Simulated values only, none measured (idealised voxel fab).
The following process module bears the name voxel wiring stack.
The figure presents cross-section cut, which has a width of 265 nm and is divided into square cells with an edge length of 5 nm.
Cross-section layout: square cells on a grid; listed as bands, top to bottom; a band spans one or more cell rows.
Look at the band entry: it leads with the top's height and the bottom's height in nm. Then it lists the materials left to right, with a width in nm for each. The word "throughout" on a single material says that material fills the band edge to edge. The word "air" is empty space.
Zero point of the height axis is 0; under it, received wafer = one material. Lowest band: continues down indefinitely, "from 0 down".
A width such as "30 to 40" changes by the same amount from each row of cells to the next, from the band's top row to its bottom row.
The designation "identical to before", where it is given for a processing step, indicates that no cell of the cross-section was altered in the course of that step.
What "Non-vented voids" gives you is every empty space of 8 cells or more that is cut off from the top. Each appears as width x height at distance, with the distance taken from the left edge and width, height and distance all in nm.
Whatever follows a step's settings on its line is a remark the simulator itself makes about that step.
overlay nm: right-of-plan distance of the mask on a masked step; negative values mean left-of-plan.

Set out below are the planned steps of the process:
1) RECEIVE: material Si
2) CONFORMAL_DEP: material SiO2, thk nm 15
3) CONFORMAL_DEP: material SiN, thk nm 5
4) DIRECTIONAL_DEP: material lowk, thk nm 15
5) PATTERN: tone open, mask id METAL_1, material resist, width nm 25, pitch nm 45, thk nm 15, overlay nm 0
6) DIRECTIONAL_ETCH: etch materials lowk, depth nm 15
7) DIRECTIONAL_ETCH: etch materials SiN, depth nm 5
8) STRIP: etch materials resist
9) CONFORMAL_DEP: material TiN, thk nm 5
10) FILL_DEP: material Cu, thk nm 5
11) CMP: height nm 35
12) EPI: material Ru, thk nm 5
13) FILL_DEP: material SiCN, thk nm 5
14) DIRECTIONAL_DEP: material SiO2, thk nm 10
15) MASKED_ETCH: tone open, mask id PLUG_1, width nm 15, pitch nm 90, etch materials SiO2, depth nm 10, overlay nm 0
16) MASKED_ETCH: tone open, mask id PLUG_1, width nm 15, pitch nm 90, etch materials SiCN, depth nm 5, overlay nm 0
17) EPI: material Ru, thk nm 10
18) EPI: material Ru, thk nm 5
19) CONFORMAL_DEP: material SiN, thk nm 5
20) DIRECTIONAL_DEP: material SiO2, thk nm 20
21) MASKED_ETCH: tone open, mask id METAL_2, width nm 25, pitch nm 45, etch materials SiO2, depth nm 20, overlay nm 0
22) MASKED_ETCH: tone open, mask id METAL_2, width nm 25, pitch nm 45, etch materials SiN, depth nm 5, overlay nm 0
23) CONFORMAL_DEP: material TiN, thk nm 5
24) FILL_DEP: material Cu, thk nm 10
25) CMP: height nm 80
26) CONFORMAL_DEP: material SiCN, thk nm 5
27) DIRECTIONAL_DEP: material SiO2, thk nm 25
28) DIRECTIONAL_DEP: material aC, thk nm 10
29) PATTERN: tone open, mask id METAL_3, material resist, width nm 25, pitch nm 45, thk nm 30, overlay nm 0
30) DIRECTIONAL_ETCH: etch materials aC, depth nm 10
31) STRIP: etch materials resist
32) DIRECTIONAL_ETCH: etch materials SiO2, depth nm 15
33) STRIP: etch materials aC
34) DIRECTIONAL_DEP: material aC, thk nm 10
35) PATTERN: tone open, mask id METAL_3_HOLES, material resist, width nm 15, pitch nm 45, thk nm 30, overlay nm 0
36) DIRECTIONAL_ETCH: etch materials aC, depth nm 10
37) STRIP: etch materials resist
38) DIRECTIONAL_ETCH: etch materials SiO2, depth nm 10
39) DIRECTIONAL_ETCH: etch materials SiCN, depth nm 5
40) STRIP: etch materials aC
41) CONFORMAL_DEP: material TiN, thk nm 5
42) FILL_DEP: material Cu, thk nm 10
43) CMP: height nm 110
44) CONFORMAL_DEP: material SiCN, thk nm 5
45) DIRECTIONAL_DEP: material SiO2, thk nm 30
46) DIRECTIONAL_DEP: material aC, thk nm 10
47) PATTERN: tone open, mask id METAL_4_HOLES, material resist, width nm 15, pitch nm 90, thk nm 25, overlay nm 0
48) DIRECTIONAL_ETCH: etch materials aC, depth nm 10
49) STRIP: etch materials resist
50) DIRECTIONAL_ETCH: etch materials SiO2, depth nm 30
51) STRIP: etch materials aC
52) MASKED_ETCH: tone open, mask id METAL_4, width nm 25, pitch nm 45, etch materials SiO2, depth nm 20, overlay nm 0
53) MASKED_ETCH: tone open, mask id METAL_4, width nm 25, pitch nm 45, etch materials SiCN, depth nm 5, overlay nm 0
54) CONFORMAL_DEP: material TiN, thk nm 5
55) FILL_DEP: material Ru, thk nm 10
56) CMP: height nm 145
57) CONFORMAL_DEP: material SiCN, thk nm 5
Variable across wafers: step 47 width nm (plan value is that of the first wafer; starting state common to all).

Received condition of the first of several wafers, sectioned: post-step 1:
> from 0 down = Si throughout
> Non-vented voids: none

The first of several wafers, seen in cross-section after the module's last step, step 57:
> from 150 to 145 = SiCN throughout
> from 145 to 130 = SiO2 (50), then TiN (5), then Ru (15), then TiN (5), then SiO2 (20), then TiN (5), then Ru (15), then TiN (5), then SiO2 (20), then TiN (5), then Ru (15), then TiN (5), then SiO2 (20), then TiN (5), then Ru (15), then TiN (5), then SiO2 (55)
> from 130 to 125 = SiO2 (50), then TiN (5), then Ru (5), then TiN (15), then SiO2 (20), then TiN (25), then SiO2 (20), then TiN (5), then Ru (5), then TiN (15), then SiO2 (20), then TiN (25), then SiO2 (55)
> from 125 to 115 = SiO2 (50), then TiN (5), then Ru (5), then TiN (5), then SiO2 (75), then TiN (5), then Ru (5), then TiN (5), then SiO2 (110)
> from 115 to 110 = SiCN (50), then TiN (15), then SiCN (75), then TiN (15), then SiCN (110)
> from 110 to 100 = SiO2 (50), then TiN (5), then Cu (15), then TiN (5), then SiO2 (20), then TiN (5), then Cu (15), then TiN (5), then SiO2 (20), then TiN (5), then Cu (15), then TiN (5), then SiO2 (20), then TiN (5), then Cu (15), then TiN (5), then SiO2 (55)
> from 100 to 95 = SiO2 (50), then TiN (5), then Cu (5), then TiN (15), then SiO2 (20), then TiN (5), then Cu (5), then TiN (15), then SiO2 (20), then TiN (5), then Cu (5), then TiN (15), then SiO2 (20), then TiN (5), then Cu (5), then TiN (15), then SiO2 (55)
> from 95 to 85 = SiO2 (50), then TiN (5), then Cu (5), then TiN (5), then SiO2 (30), then TiN (5), then Cu (5), then TiN (5), then SiO2 (30), then TiN (5), then Cu (5), then TiN (5), then SiO2 (30), then TiN (5), then Cu (5), then TiN (5), then SiO2 (65)
> from 85 to 80 = SiCN (50), then TiN (15), then SiCN (30), then TiN (15), then SiCN (30), then TiN (15), then SiCN (30), then TiN (15), then SiCN (65)
> from 80 to 60 = SiO2 (50), then TiN (5), then Cu (15), then TiN (5), then SiO2 (20), then TiN (5), then Cu (15), then TiN (5), then SiO2 (20), then TiN (5), then Cu (15), then TiN (5), then SiO2 (20), then TiN (5), then Cu (15), then TiN (5), then SiO2 (55)
> from 60 to 55 = SiN (50), then TiN (25), then SiN (20), then TiN (25), then SiN (20), then TiN (25), then SiN (20), then TiN (25), then SiN (55)
> from 55 to 45 = SiO2 (50), then Ru (15), then SiO2 (75), then Ru (15), then SiO2 (110)
> from 45 to 40 = SiCN (50), then Ru (15), then SiCN (75), then Ru (15), then SiCN (110)
> from 40 to 35 = SiCN (45), then Ru (35), then SiCN (10), then Ru (35), then SiCN (10), then Ru (35), then SiCN (10), then Ru (35), then SiCN (50)
> from 35 to 20 = lowk (50), then TiN (5), then Cu (15), then TiN (5), then lowk (20), then TiN (5), then Cu (15), then TiN (5), then lowk (20), then TiN (5), then Cu (15), then TiN (5), then lowk (20), then TiN (5), then Cu (15), then TiN (5), then lowk (55)
> from 20 to 15 = SiN (50), then TiN (25), then SiN (20), then TiN (25), then SiN (20), then TiN (25), then SiN (20), then TiN (25), then SiN (55)
> from 15 to 0 = SiO2 throughout
> from 0 down = Si throughout
> Non-vented voids: none

Last wafer x-sec, end of module:
> from 150 to 145 = SiCN throughout
> from 145 to 130 = SiO2 (45), then TiN (5), then Ru (20), then TiN (5), then SiO2 (20), then TiN (5), then Ru (15), then TiN (5), then SiO2 (15), then TiN (5), then Ru (20), then TiN (5), then SiO2 (20), then TiN (5), then Ru (15), then TiN (5), then SiO2 (55)
> from 130 to 125 = SiO2 (45), then TiN (5), then Ru (20), then TiN (5), then SiO2 (20), then TiN (25), then SiO2 (15), then TiN (5), then Ru (20), then TiN (5), then SiO2 (20), then TiN (25), then SiO2 (55)
> from 125 to 115 = SiO2 (45), then TiN (5 to 10), then Ru (20 to 15), then TiN (5), then SiO2 (60), then TiN (5 to 10), then Ru (20 to 15), then TiN (5), then SiO2 (100)
> from 115 to 110 = SiCN (50), then TiN (25), then SiCN (65), then TiN (25), then SiCN (100)
> from 110 to 100 = SiO2 (50), then TiN (5), then Cu (15), then TiN (5), then SiO2 (20), then TiN (5), then Cu (15), then TiN (5), then SiO2 (20), then TiN (5), then Cu (15), then TiN (5), then SiO2 (20), then TiN (5), then Cu (15), then TiN (5), then SiO2 (55)
> from 100 to 95 = SiO2 (50), then TiN (5), then Cu (5), then TiN (15), then SiO2 (20), then TiN (5), then Cu (5), then TiN (15), then SiO2 (20), then TiN (5), then Cu (5), then TiN (15), then SiO2 (20), then TiN (5), then Cu (5), then TiN (15), then SiO2 (55)
> from 95 to 85 = SiO2 (50), then TiN (5), then Cu (5), then TiN (5), then SiO2 (30), then TiN (5), then Cu (5), then TiN (5), then SiO2 (30), then TiN (5), then Cu (5), then TiN (5), then SiO2 (30), then TiN (5), then Cu (5), then TiN (5), then SiO2 (65)
> from 85 to 80 = SiCN (50), then TiN (15), then SiCN (30), then TiN (15), then SiCN (30), then TiN (15), then SiCN (30), then TiN (15), then SiCN (65)
> from 80 to 60 = SiO2 (50), then TiN (5), then Cu (15), then TiN (5), then SiO2 (20), then TiN (5), then Cu (15), then TiN (5), then SiO2 (20), then TiN (5), then Cu (15), then TiN (5), then SiO2 (20), then TiN (5), then Cu (15), then TiN (5), then SiO2 (55)
> from 60 to 55 = SiN (50), then TiN (25), then SiN (20), then TiN (25), then SiN (20), then TiN (25), then SiN (20), then TiN (25), then SiN (55)
> from 55 to 45 = SiO2 (50), then Ru (15), then SiO2 (75), then Ru (15), then SiO2 (110)
> from 45 to 40 = SiCN (50), then Ru (15), then SiCN (75), then Ru (15), then SiCN (110)
> from 40 to 35 = SiCN (45), then Ru (35), then SiCN (10), then Ru (35), then SiCN (10), then Ru (35), then SiCN (10), then Ru (35), then SiCN (50)
> from 35 to 20 = lowk (50), then TiN (5), then Cu (15), then TiN (5), then lowk (20), then TiN (5), then Cu (15), then TiN (5), then lowk (20), then TiN (5), then Cu (15), then TiN (5), then lowk (20), then TiN (5), then Cu (15), then TiN (5), then lowk (55)
> from 20 to 15 = SiN (50), then TiN (25), then SiN (20), then TiN (25), then SiN (20), then TiN (25), then SiN (20), then TiN (25), then SiN (55)
> from 15 to 0 = SiO2 throughout
> from 0 down = Si throughout
> Non-vented voids: none

Table: wafers, a row each; end-of-module cell change per material since receipt, gain (+), loss (-); then closed voids:
width nm 15 | +120 Cu | +88 Ru | +213 SiCN | +66 SiN | +792 SiO2 | +212 TiN | +99 lowk | Non-vented voids: none
width nm 20 | +120 Cu | +94 Ru | +211 SiCN | +66 SiN | +788 SiO2 | +212 TiN | +99 lowk | Non-vented voids: none
width nm 25 | +120 Cu | +104 Ru | +211 SiCN | +66 SiN | +776 SiO2 | +214 TiN | +99 lowk | Non-vented voids: none
width nm 30 | +120 Cu | +110 Ru | +209 SiCN | +66 SiN | +772 SiO2 | +214 TiN | +99 lowk | Non-vented voids: none
